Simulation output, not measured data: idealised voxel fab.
The following process module bears the name voxel self aligned contacts.
This is section cut - it's 270 nm across, gridded in 5 nm square cells.
Notation: cross-section as square-cell grid; stated in bands, top first, going down; one or more cell rows per band.
Quick guide to a band line: top height, bottom height (nm) up front; then every material left to right with its width in nm. Only one material and it's marked "full width"? Then it fills the band edge to edge. And "blank" just means empty space.
Zero point of the height axis is 0; under it, received wafer = one material. Lowest band: continues down indefinitely, "z 0 and below".
Width spec "30->40" -> top row of cells at first value, bottom row at second value, equal per-row change in between.
When a step is marked "nothing was modified", none of the cells in the cross-section changed during that step.
The list in "Sealed cavities" covers empty spaces of 8 cells or more that cannot reach the top through any open way, and it gives each as width x height at distance; the distance is from the left edge, and width, height and distance are in nm.
If you see something after the settings on a step's line, that's the simulator's own remark about that step.
Steps that use a mask can have "overlay nm" on their line. It says how far the mask sat to the right of where it was meant to be. Negative means to the left.
Structure of the following material. The material consists of pairs of cross-sections. Each pair comprises the cross-section before one process step and the cross-section after that step, the latter shown only down to the lowest band that changed. The step between the cross-sections is specified beneath each pair, including its settings. Pairs are not necessarily consecutive: they may derive from different runs of this module performed on the same starting wafer. Continuity with the pair above is to be assumed only where the entry headed "State before step" of the pair in question states it.

# State before step
z 50 to 30 | blank=90; SiN=25; blank=30; SiN=25; blank=100
z 30 to 0 | blank=90; polySi=25; blank=30; polySi=25; blank=100
z 0 to -5 | SiO2 full width
z -5 and below | Si full width
Sealed cavities: none

# Section After Processing
z 55 to 30 | blank=85; SiN=35; blank=20; SiN=35; blank=95
z 30 to 5 | blank=85; SiN=5; polySi=25; SiN=5; blank=20; SiN=5; polySi=25; SiN=5; blank=95
z 5 to 0 | SiN=90; polySi=25; SiN=30; polySi=25; SiN=100
Note: structure below 0 unchanged.
Sealed cavities: none
The two cross-sections above bracket this step: CONFORMAL_DEP: material SiN, thk nm 5

State before step: For the state before this step, see the after cross-section of the pair located directly above.

# Section After Processing
z 50 to 30 | blank=85; SiN=35; blank=20; SiN=35; blank=95
z 30 to 0 | blank=85; SiN=5; polySi=25; SiN=5; blank=20; SiN=5; polySi=25; SiN=5; blank=95
Note: structure below 0 unchanged.
Sealed cavities: none
The two cross-sections above bracket this step: DIRECTIONAL_ETCH: etch materials SiN, depth nm 5

State before step: For the state before this step, see the after cross-section of the pair located directly above.

# Section After Processing
z 65 to 50 | SiO2 full width
z 50 to 30 | SiO2=85; SiN=35; SiO2=20; SiN=35; SiO2=95
z 30 to 0 | SiO2=85; SiN=5; polySi=25; SiN=5; SiO2=20; SiN=5; polySi=25; SiN=5; SiO2=95
Note: structure below 0 unchanged.
Sealed cavities: none
The two cross-sections above bracket this step: FILL_DEP: material SiO2, thk nm 15

State before step: For the state before this step, see the after cross-section of the pair located directly above.

# Section After Processing
z 60 to 50 | SiO2 full width
Note: structure below 50 unchanged.
Sealed cavities: none
The two cross-sections above bracket this step: CMP: height nm 60

State before step: For the state before this step, see the after cross-section of the pair located directly above.

# Section After Processing
z 60 to 50 | SiO2=115; blank=40; SiO2=115
z 50 to 30 | SiO2=85; SiN=35; blank=20; SiN=35; SiO2=95
z 30 to 0 | SiO2=85; SiN=5; polySi=25; SiN=5; blank=20; SiN=5; polySi=25; SiN=5; SiO2=95
z 0 to -5 | SiO2=120; blank=20; SiO2=130
Note: structure below -5 unchanged.
Sealed cavities: none
The two cross-sections above bracket this step: MASKED_ETCH: tone open, mask id CONTACT, width nm 40, etch materials SiO2, depth nm 65, overlay nm 0

State before step: For the state before this step, see the after cross-section of the pair located directly above.

# Section After Processing
z 65 to 60 | TiN=120; blank=30; TiN=120
z 60 to 50 | SiO2=115; TiN=5->10; blank=30->10; TiN=5->20; SiO2=115
z 50 to 30 | SiO2=85; SiN=35; TiN=5; blank=10; TiN=5; SiN=35; SiO2=95
z 30 to 0 | SiO2=85; SiN=5; polySi=25; SiN=5; TiN=5; blank=10; TiN=5; SiN=5; polySi=25; SiN=5; SiO2=95
z 0 to -5 | SiO2=120; TiN=20; SiO2=130
Note: structure below -5 unchanged.
Sealed cavities: none
The two cross-sections above bracket this step: CONFORMAL_DEP: material TiN, thk nm 5

State before step: For the state before this step, see the after cross-section of the pair located directly above.

# Section After Processing
z 70 to 65 | W full width
z 65 to 60 | TiN=120; W=30; TiN=120
z 60 to 50 | SiO2=115; TiN=5->10; W=30->10; TiN=5->20; SiO2=115
z 50 to 30 | SiO2=85; SiN=35; TiN=5; W=10; TiN=5; SiN=35; SiO2=95
z 30 to 0 | SiO2=85; SiN=5; polySi=25; SiN=5; TiN=5; W=10; TiN=5; SiN=5; polySi=25; SiN=5; SiO2=95
Note: structure below 0 unchanged.
Sealed cavities: none
The two cross-sections above bracket this step: FILL_DEP: material W, thk nm 5

State before step: For the state before this step, see the after cross-section of the pair located directly above.

# Section After Processing
z 60 to 50 | SiO2=115; TiN=5->10; W=30->10; TiN=5->20; SiO2=115
Note: structure below 50 unchanged.
Sealed cavities: none
The two cross-sections above bracket this step: CMP: height nm 60

State before step: For the state before this step, see the after cross-section of the pair located directly above.

# Section After Processing
z 65 to 60 | SiCN full width
Note: structure below 60 unchanged.
Sealed cavities: none
The two cross-sections above bracket this step: CONFORMAL_DEP: material SiCN, thk nm 5

# State before step
z 0 to -5 | SiO2 full width
z -5 and below | Si full width
Sealed cavities: none

# Section After Processing
z 30 to 0 | TiN full width
Note: structure below 0 unchanged.
Sealed cavities: none
The two cross-sections above bracket this step: DIRECTIONAL_DEP: material TiN, thk nm 30

State before step: For the state before this step, see the after cross-section of the pair located directly above.

# Section After Processing
z 50 to 30 | SiN full width
Note: structure below 30 unchanged.
Sealed cavities: none
The two cross-sections above bracket this step: DIRECTIONAL_DEP: material SiN, thk nm 20

State before step: For the state before this step, see the after cross-section of the pair located directly above.

# Section After Processing
z 65 to 50 | aC full width
Note: structure below 50 unchanged.
Sealed cavities: none
The two cross-sections above bracket this step: DIRECTIONAL_DEP: material aC, thk nm 15

State before step: For the state before this step, see the after cross-section of the pair located directly above.

# Section After Processing
z 95 to 65 | blank=95; resist=25; blank=30; resist=25; blank=95
Note: structure below 65 unchanged.
Sealed cavities: none
The two cross-sections above bracket this step: PATTERN: tone cover, mask id GATE, material resist, width nm 25, pitch nm 55, thk nm 30, overlay nm 0

State before step: For the state before this step, see the after cross-section of the pair located directly above.

# Section After Processing
z 80 to 65 | blank=95; resist=25; blank=30; resist=25; blank=95
z 65 to 50 | blank=95; aC=25; blank=30; aC=25; blank=95
Note: structure below 50 unchanged.
Sealed cavities: none
The two cross-sections above bracket this step: DIRECTIONAL_ETCH: etch materials aC, depth nm 15

State before step: For the state before this step, see the after cross-section of the pair located directly above.

# Section After Processing
z 65 to 50 | blank=95; aC=25; blank=30; aC=25; blank=95
Note: structure below 50 unchanged.
Sealed cavities: none
The two cross-sections above bracket this step: STRIP: etch materials resist

State before step: For the state before this step, see the after cross-section of the pair located directly above.

# Section After Processing
z 65 to 50 | blank=95; aC=25; blank=30; aC=25; blank=95
z 50 to 30 | blank=95; SiN=25; blank=30; SiN=25; blank=95
Note: structure below 30 unchanged.
Sealed cavities: none
The two cross-sections above bracket this step: DIRECTIONAL_ETCH: etch materials SiN, depth nm 20

State before step: For the state before this step, see the after cross-section of the pair located directly above.

# Section After Processing
z 50 to 30 | blank=95; SiN=25; blank=30; SiN=25; blank=95
Note: structure below 30 unchanged.
Sealed cavities: none
The two cross-sections above bracket this step: STRIP: etch materials aC

State before step: For the state before this step, see the after cross-section of the pair located directly above.

# Section After Processing
z 55 to 35 | blank=90; SiN=35; blank=20; SiN=35; blank=90
z 35 to 30 | SiN full width
Note: structure below 30 unchanged.
Sealed cavities: none
The two cross-sections above bracket this step: CONFORMAL_DEP: material SiN, thk nm 5

State before step: For the state before this step, see the after cross-section of the pair located directly above.

# Section After Processing
z 50 to 30 | blank=90; SiN=35; blank=20; SiN=35; blank=90
Note: structure below 30 unchanged.
Sealed cavities: none
The two cross-sections above bracket this step: DIRECTIONAL_ETCH: etch materials SiN, depth nm 5

State before step: For the state before this step, see the after cross-section of the pair located directly above.

# Section After Processing
z 65 to 50 | SiO2 full width
z 50 to 30 | SiO2=90; SiN=35; SiO2=20; SiN=35; SiO2=90
Note: structure below 30 unchanged.
Sealed cavities: none
The two cross-sections above bracket this step: FILL_DEP: material SiO2, thk nm 15

State before step: For the state before this step, see the after cross-section of the pair located directly above.

# Section After Processing
z 60 to 50 | SiO2 full width
Note: structure below 50 unchanged.
Sealed cavities: none
The two cross-sections above bracket this step: CMP: height nm 60

State before step: For the state before this step, see the after cross-section of the pair located directly above.

# Section After Processing
z 60 to 50 | SiO2=115; blank=40; SiO2=115
z 50 to 30 | SiO2=90; SiN=35; blank=20; SiN=35; SiO2=90
Note: structure below 30 unchanged.
Sealed cavities: none
The two cross-sections above bracket this step: MASKED_ETCH: tone open, mask id CONTACT, width nm 40, etch materials SiO2, depth nm 65, overlay nm 0

State before step: For the state before this step, see the after cross-section of the pair located directly above.

# Section After Processing
z 65 to 60 | TiN=120; blank=30; TiN=120
z 60 to 50 | SiO2=115; TiN=5->15; blank=30->10; TiN=5->15; SiO2=115
z 50 to 35 | SiO2=90; SiN=35; TiN=5; blank=10; TiN=5; SiN=35; SiO2=90
z 35 to 30 | SiO2=90; SiN=35; TiN=20; SiN=35; SiO2=90
Note: structure below 30 unchanged.
Sealed cavities: none
The two cross-sections above bracket this step: CONFORMAL_DEP: material TiN, thk nm 5

State before step: For the state before this step, see the after cross-section of the pair located directly above.

# Section After Processing
z 70 to 65 | W full width
z 65 to 60 | TiN=120; W=30; TiN=120
z 60 to 50 | SiO2=115; TiN=5->15; W=30->10; TiN=5->15; SiO2=115
z 50 to 35 | SiO2=90; SiN=35; TiN=5; W=10; TiN=5; SiN=35; SiO2=90
Note: structure below 35 unchanged.
Sealed cavities: none
The two cross-sections above bracket this step: FILL_DEP: material W, thk nm 5

State before step: For the state before this step, see the after cross-section of the pair located directly above.

# Section After Processing
z 60 to 50 | SiO2=115; TiN=5->15; W=30->10; TiN=5->15; SiO2=115
Note: structure below 50 unchanged.
Sealed cavities: none
The two cross-sections above bracket this step: CMP: height nm 60

State before step: For the state before this step, see the after cross-section of the pair located directly above.

# Section After Processing
z 65 to 60 | SiCN full width
Note: structure below 60 unchanged.
Sealed cavities: none
The two cross-sections above bracket this step: CONFORMAL_DEP: material SiCN, thk nm 5

# State before step
z 60 to 50 | SiO2 full width
z 50 to 30 | SiO2=90; SiN=35; SiO2=20; SiN=35; SiO2=90
z 30 to 0 | SiO2=90; SiN=5; polySi=25; SiN=5; SiO2=20; SiN=5; polySi=25; SiN=5; SiO2=90
z 0 to -5 | SiO2 full width
z -5 and below | Si full width
Sealed cavities: none

# Section After Processing
z 60 to 50 | blank=115; SiO2=40; blank=115
z 50 to 30 | blank=90; SiN=35; SiO2=20; SiN=35; blank=90
z 30 to 0 | blank=90; SiN=5; polySi=25; SiN=5; SiO2=20; SiN=5; polySi=25; SiN=5; blank=90
z 0 to -5 | blank=90; SiO2=90; blank=90
Note: structure below -5 unchanged.
Sealed cavities: none
The two cross-sections above bracket this step: MASKED_ETCH: tone cover, mask id CONTACT, width nm 40, etch materials SiO2, depth nm 65, overlay nm 0

State before step: For the state before this step, see the after cross-section of the pair located directly above.

# Section After Processing
z 65 to 60 | blank=110; TiN=50; blank=110
z 60 to 50 | blank=110->85; TiN=5->30; SiO2=40; TiN=5->30; blank=110->85
z 50 to 30 | blank=85; TiN=5; SiN=35; SiO2=20; SiN=35; TiN=5; blank=85
z 30 to 0 | blank=85; TiN=5; SiN=5; polySi=25; SiN=5; SiO2=20; SiN=5; polySi=25; SiN=5; TiN=5; blank=85
z 0 to -5 | TiN=90; SiO2=90; TiN=90
Note: structure below -5 unchanged.
Sealed cavities: none
The two cross-sections above bracket this step: CONFORMAL_DEP: material TiN, thk nm 5

State before step: For the state before this step, see the after cross-section of the pair located directly above.

# Section After Processing
z 70 to 65 | W full width
z 65 to 60 | W=110; TiN=50; W=110
z 60 to 50 | W=110->85; TiN=5->30; SiO2=40; TiN=5->30; W=110->85
z 50 to 30 | W=85; TiN=5; SiN=35; SiO2=20; SiN=35; TiN=5; W=85
z 30 to 0 | W=85; TiN=5; SiN=5; polySi=25; SiN=5; SiO2=20; SiN=5; polySi=25; SiN=5; TiN=5; W=85
Note: structure below 0 unchanged.
Sealed cavities: none
The two cross-sections above bracket this step: FILL_DEP: material W, thk nm 5

State before step: For the state before this step, see the after cross-section of the pair located directly above.

# Section After Processing
z 60 to 50 | W=110->85; TiN=5->30; SiO2=40; TiN=5->30; W=110->85
Note: structure below 50 unchanged.
Sealed cavities: none
The two cross-sections above bracket this step: CMP: height nm 60

State before step: For the state before this step, see the after cross-section of the pair located directly above.

# Section After Processing
z 65 to 60 | SiCN full width
Note: structure below 60 unchanged.
Sealed cavities: none
The two cross-sections above bracket this step: CONFORMAL_DEP: material SiCN, thk nm 5
